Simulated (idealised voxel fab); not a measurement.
Process module name: voxel gate over fins
The width of the displayed cross-section, cut, is 270 nm; its cells are square, with a size of 5 nm.
Throughout this document, each cross-section is represented as a grid of square cells and is presented as a sequence of bands enumerated from the top downward, where a band comprises one or more rows of cells.
A band entry consists of two parts. The first gives the height of the band's top and the height of its bottom, in nm. The rest lists the band's materials from left to right, each with its width in nm. A single material labelled with the word "throughout" fills the band from edge to edge, and the word "empty" marks empty space.
Heights from 0 (as-received wafer is one material below). Bottom band endless downward, as "0..down".
The two numbers in a width such as "30->40" mark its ends across the band: the first belongs to the top row of cells, the second to the bottom row, and from each row to the next the width moves by the same amount.
Basically "everything unchanged" means that step didn't change any cell in the cross-section.
Look at "Voids lacking openings" for the closed voids: empty spaces with no open path to the top, sized 8 cells or up. Each is width x height at distance, distance from the left edge, all nm.
after a step's settings: what the simulator itself notes on the step
overlay nm: right-of-plan distance of the mask on a masked step; negative values mean left-of-plan.
**Planned process steps**
- 1: RECEIVE,material Si
- 2: CONFORMAL_DEP,material SiN,thk nm 10
- 3: PATTERN,tone cover,mask id FINS,material resist,width nm 15,pitch nm 40,thk nm 20,overlay nm 0
- 4: DIRECTIONAL_ETCH,etch materials SiN,depth nm 10
- 5: DIRECTIONAL_ETCH,etch materials Si,depth nm 35
- 6: STRIP,etch materials resist
- 7: FILL_DEP,material SiO2,thk nm 15
- 8: CMP,height nm 10
- 9: SELECTIVE_ETCH,etch materials SiO2,depth nm 20
- 10: STRIP,etch materials SiN
- 11: CONFORMAL_DEP,material HfO2,thk nm 5
- 12: CONFORMAL_DEP,material TiN,thk nm 5
- 13: CONFORMAL_DEP,material TiAl,thk nm 5
- 14: CONFORMAL_DEP,material TiN,thk nm 5
- 15: FILL_DEP,material W,thk nm 10
- 16: CMP,height nm 25
- 17: CONFORMAL_DEP,material SiCN,thk nm 10
**Incoming wafer, cross-sectional view, post step 1**
0..down  Si throughout
Voids lacking openings: none
**End-of-module XS, first of two wafers, run as planned**
35..25  SiCN throughout
25..20  W throughout
20..15  W (65), then TiN (135), then W (70)
15..10  W (65), then TiN (5), then TiAl (125), then TiN (5), then W (70)
10..5  TiN (70), then TiAl (5), then TiN (35), then TiAl (5), then TiN (35), then TiAl (5), then TiN (35), then TiAl (5), then TiN (75)
5..0  TiAl (75), then TiN (5), then HfO2 (25), then TiN (5), then TiAl (5), then TiN (5), then HfO2 (25), then TiN (5), then TiAl (5), then TiN (5), then HfO2 (25), then TiN (5), then TiAl (80)
0..-5  TiN (80), then HfO2 (5), then Si (15), then HfO2 (5), then TiN (15), then HfO2 (5), then Si (15), then HfO2 (5), then TiN (15), then HfO2 (5), then Si (15), then HfO2 (5), then TiN (85)
-5..-10  HfO2 (85), then Si (15), then HfO2 (25), then Si (15), then HfO2 (25), then Si (15), then HfO2 (90)
-10..-35  SiO2 (85), then Si (15), then SiO2 (25), then Si (15), then SiO2 (25), then Si (15), then SiO2 (90)
-35..down  Si throughout
Voids lacking openings: none
**So this is wafer number two of the two, cut at the end of the module - it started where the first did and had the same plan, we just got one thing wrong running it**
35..25  SiCN throughout
25..20  W throughout
20..15  W (65), then TiN (135), then W (70)
15..10  W (65), then TiN (5), then TiAl (125), then TiN (5), then W (70)
10..5  TiN (70), then TiAl (5), then TiN (35), then TiAl (5), then TiN (35), then TiAl (5), then TiN (35), then TiAl (5), then TiN (75)
5..0  TiAl (75), then TiN (5), then HfO2 (25), then TiN (5), then TiAl (5), then TiN (5), then HfO2 (25), then TiN (5), then TiAl (5), then TiN (5), then HfO2 (25), then TiN (5), then TiAl (80)
0..-5  TiN (80), then HfO2 (5), then Si (15), then HfO2 (5), then TiN (15), then HfO2 (5), then Si (15), then HfO2 (5), then TiN (15), then HfO2 (5), then Si (15), then HfO2 (5), then TiN (85)
-5..-10  HfO2 (85), then Si (15), then HfO2 (25), then Si (15), then HfO2 (25), then Si (15), then HfO2 (90)
-10..-40  SiO2 (85), then Si (15), then SiO2 (25), then Si (15), then SiO2 (25), then Si (15), then SiO2 (90)
-40..down  Si throughout
Voids lacking openings: none
What was done differently from what was planned? for step 5, the planned setting was not used; the step was instead run as DIRECTIONAL_ETCH,etch materials Si,depth nm 40
End of process, cell counts, second wafer against first, materials with more or fewer: Si -45 | SiO2 +45
